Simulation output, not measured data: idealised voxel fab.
Process module heading - voxel self aligned contacts
Square cell edge 5 nm, section width 205 nm, ID cut.
The cross-sections in this document take the form of a grid made of square cells. They are written out as bands, in order from top to bottom. Each band consists of one or more rows of cells. Quick guide to a band line: top height, bottom height (nm) up front; then every material left to right with its width in nm. Only one material and it's marked "full width"? Then it fills the band edge to edge. And "empty" just means empty space. Basically, 0 is our baseline, since under it the wafer straight out of the box is all one material. The bottom band has no lower end and keeps on going down, so it looks like "0 down". A width such as "30..40" changes by the same amount from each row of cells to the next, from the band's top row to its bottom row. Where a step carries "no modification", the cross-section came out of it unchanged, cell for cell. Any empty space of 8 cells or more lacking an open way to the top shows up in "Closed void register" as width x height at distance, distance from the left edge, in nm. Step line, after settings: the simulator's comment on this step. On any step carrying a mask, the "overlay nm" setting, if present on the step's line, tells how far right of its planned place the mask lay; negative values point to the left.
## The planned process steps are enumerated hereunder
1 RECEIVE: material Si
2 CONFORMAL_DEP: material SiO2, thk nm 5
3 DIRECTIONAL_DEP: material polySi, thk nm 25
4 DIRECTIONAL_DEP: material SiN, thk nm 20
5 MASKED_ETCH: tone cover, mask id GATE, width nm 25, pitch nm 60, etch materials SiN, depth nm 20, overlay nm 0
6 MASKED_ETCH: tone cover, mask id GATE, width nm 25, pitch nm 60, etch materials polySi, depth nm 25, overlay nm 0
7 CONFORMAL_DEP: material SiN, thk nm 10
8 DIRECTIONAL_ETCH: etch materials SiN, depth nm 10
9 FILL_DEP: material SiO2, thk nm 10
10 CMP: height nm 55
11 DIRECTIONAL_DEP: material aC, thk nm 10
12 PATTERN: tone open, mask id CONTACT, material resist, width nm 45, pitch nm 60, thk nm 30, overlay nm 0
13 DIRECTIONAL_ETCH: etch materials aC, depth nm 10
14 STRIP: etch materials resist
15 DIRECTIONAL_ETCH: etch materials SiO2, depth nm 55
16 STRIP: etch materials aC
17 CONFORMAL_DEP: material TiN, thk nm 5
18 FILL_DEP: material Ru, thk nm 5
19 CMP: height nm 55
20 CONFORMAL_DEP: material SiN, thk nm 5
## as received, after step 1
    0 down: Si full width
    Closed void register: none
## Cross-sectional view of the first of the two wafers upon completion of the module, processed in accordance with the plan
    60 to 55: SiN full width
    55 to 50: 50 nm SiO2 | 20 nm TiN | 5 nm Ru | 20 nm TiN | 15 nm SiO2 | 20 nm TiN | 5 nm Ru | 20 nm TiN | 50 nm SiO2
    50 to 30: 20 nm SiO2 | 45 nm SiN | 5 nm TiN | 5 nm Ru | 5 nm TiN | 45 nm SiN | 5 nm TiN | 5 nm Ru | 5 nm TiN | 45 nm SiN | 20 nm SiO2
    30 to 5: 20 nm SiO2 | 10 nm SiN | 25 nm polySi | 10 nm SiN | 5 nm TiN | 5 nm Ru | 5 nm TiN | 10 nm SiN | 25 nm polySi | 10 nm SiN | 5 nm TiN | 5 nm Ru | 5 nm TiN | 10 nm SiN | 25 nm polySi | 10 nm SiN | 20 nm SiO2
    5 to 0: 65 nm SiO2 | 15 nm TiN | 45 nm SiO2 | 15 nm TiN | 65 nm SiO2
    0 down: Si full width
    Closed void register: none
## Wafer two (of two), end-of-module cross-section: start = wafer one, plan = wafer one, one run mistake
    60 to 55: SiN full width
    55 to 50: 50 nm SiO2 | 15 nm TiN | 15 nm Ru | 15 nm TiN | 15 nm SiO2 | 15 nm TiN | 15 nm Ru | 15 nm TiN | 50 nm SiO2
    50 to 35: 25 nm SiO2 | 35 nm SiN | 5 nm TiN | 15 nm Ru | 5 nm TiN | 35 nm SiN | 5 nm TiN | 15 nm Ru | 5 nm TiN | 35 nm SiN | 25 nm SiO2
    35 to 30: 25 nm SiO2 | 35 nm SiN | 10 nm TiN | 5 nm Ru | 10 nm TiN | 35 nm SiN | 10 nm TiN | 5 nm Ru | 10 nm TiN | 35 nm SiN | 25 nm SiO2
    30 to 5: 20 nm SiO2 | 10 nm SiN | 25 nm polySi | 10 nm SiN | 5 nm TiN | 5 nm Ru | 5 nm TiN | 10 nm SiN | 25 nm polySi | 10 nm SiN | 5 nm TiN | 5 nm Ru | 5 nm TiN | 10 nm SiN | 25 nm polySi | 10 nm SiN | 20 nm SiO2
    5 to 0: 65 nm SiO2 | 15 nm TiN | 45 nm SiO2 | 15 nm TiN | 65 nm SiO2
    0 down: Si full width
    Closed void register: none
what went wrong: rather than as planned, step 5 actually ran as MASKED_ETCH: tone cover, mask id GATE, width nm 15, pitch nm 60, etch materials SiN, depth nm 20, overlay nm 0
FYI, end of process, the second wafer has more or fewer cells of some materials than the first: +16 Ru; -24 SiN; +8 SiO2
